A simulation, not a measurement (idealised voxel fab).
This section sets out a process module, namely voxel gate over fins.
The width of the displayed cross-section, cut, is 250 nm; its cells are square, with a size of 5 nm.
Bands, listed from the top down, are how a cross-section gets written in this document; the cross-section itself is a grid of square cells, and a band is one or more rows of them. This entry defines a band. It first specifies the height of the band's top and the height of its bottom in nm, and then specifies the band's materials from left to right, stating each material with its width in nm. The word "throughout" identifies a single material that fills the band from edge to edge, while the word "blank" identifies empty space. Basically, 0 is our baseline, since under it the wafer straight out of the box is all one material. The bottom band has no lower end and keeps on going down, so it looks like "top 0, no bottom". Think of "30 to 40" as a width that walks from the first number to the second as you go down the band, top row to bottom row, taking equal-sized steps from row to row. Take "identical to before" at face value: in the step it is given for, the cross-section changed in none of its cells. This entry, "Sealed void list", enumerates those empty regions of no fewer than 8 cells that possess no open connection to the top. Each region is reported in the form width x height at distance, the distance being taken from the left edge, with all three quantities expressed in nm. On each step's line, the part that comes after the settings is the simulator's own comment on the step. You can add "overlay nm" to a step's line. For a step with a mask, it describes how far the mask lay to the right of its planned position, and a negative number describes a lay to the left.

plan:
1) RECEIVE with material Si
2) CONFORMAL_DEP with material SiN, thk nm 5
3) PATTERN with tone cover, mask id FINS, material resist, width nm 15, pitch nm 50, thk nm 20, overlay nm 0
4) DIRECTIONAL_ETCH with etch materials SiN, depth nm 5
5) DIRECTIONAL_ETCH with etch materials Si, depth nm 35
6) STRIP with etch materials resist
7) OXIDIZE with depth nm 5
8) FILL_DEP with material SiO2, thk nm 15
9) CMP with height nm 5
10) PATTERN with tone open, mask id RAIL, material resist, width nm 15, thk nm 20, overlay nm 0
11) DIRECTIONAL_ETCH with etch materials SiO2, depth nm 35
12) STRIP with etch materials resist
13) CONFORMAL_DEP with material TiN, thk nm 5
14) FILL_DEP with material W, thk nm 5
15) CMP with height nm 5
16) SELECTIVE_ETCH with etch materials W Ru TiN, depth nm 25
17) FILL_DEP with material SiO2, thk nm 5
18) CMP with height nm 5
19) SELECTIVE_ETCH with etch materials SiO2, depth nm 20
20) STRIP with etch materials SiN
21) CONFORMAL_DEP with material HfO2, thk nm 5
22) CONFORMAL_DEP with material TiN, thk nm 5
23) FILL_DEP with material W, thk nm 10
24) CMP with height nm 15
25) CONFORMAL_DEP with material SiN, thk nm 5

Cross-section of the incoming wafer, state after step 1:
top 0, no bottom  Si throughout
Sealed void list: none

Figure: cross-sectional view of the wafer upon completion of the module, processed from the initial state and according to the plan depicted above, with one error introduced during execution:
top 20, bottom 15  SiN throughout
top 15, bottom 10  W throughout
top 10, bottom 5  W: 60, TiN: 25, W: 25, TiN: 25, W: 25, TiN: 25, W: 65
top 5, bottom 0  W: 60, TiN: 5, HfO2: 15, TiN: 5, W: 25, TiN: 5, HfO2: 15, TiN: 5, W: 25, TiN: 5, HfO2: 15, TiN: 5, W: 65
top 0, bottom -5  W: 60, TiN: 5, HfO2: 5, Si: 5, HfO2: 5, TiN: 5, W: 25, TiN: 5, HfO2: 5, Si: 5, HfO2: 5, TiN: 5, W: 25, TiN: 5, HfO2: 5, Si: 5, HfO2: 5, TiN: 5, W: 65
top -5, bottom -10  TiN: 55, W: 5, TiN: 5, HfO2: 5, Si: 5, HfO2: 5, TiN: 5, W: 25, TiN: 5, HfO2: 5, Si: 5, HfO2: 5, TiN: 5, W: 25, TiN: 5, HfO2: 5, Si: 5, HfO2: 5, TiN: 5, W: 5, TiN: 60
top -10, bottom -15  HfO2: 50, TiN: 15, HfO2: 5, Si: 5, HfO2: 5, TiN: 35, HfO2: 5, Si: 5, HfO2: 5, TiN: 35, HfO2: 5, Si: 5, HfO2: 5, TiN: 15, HfO2: 55
top -15, bottom -20  SiO2: 45, HfO2: 25, Si: 5, HfO2: 45, Si: 5, HfO2: 45, Si: 5, HfO2: 25, SiO2: 50
top -20, bottom -25  SiO2: 70, Si: 5, SiO2: 15, TiN: 5, W: 5, TiN: 5, SiO2: 15, Si: 5, SiO2: 45, Si: 5, SiO2: 75
top -25, bottom -30  SiO2: 70, Si: 5, SiO2: 15, TiN: 15, SiO2: 15, Si: 5, SiO2: 45, Si: 5, SiO2: 75
top -30, bottom -40  SiO2: 70, Si: 5, SiO2: 45, Si: 5, SiO2: 45, Si: 5, SiO2: 75
top -40, no bottom  Si throughout
Sealed void list: none
Misprocessing identified: a sequencing error occurred in which plan steps 19 and 20 were transposed
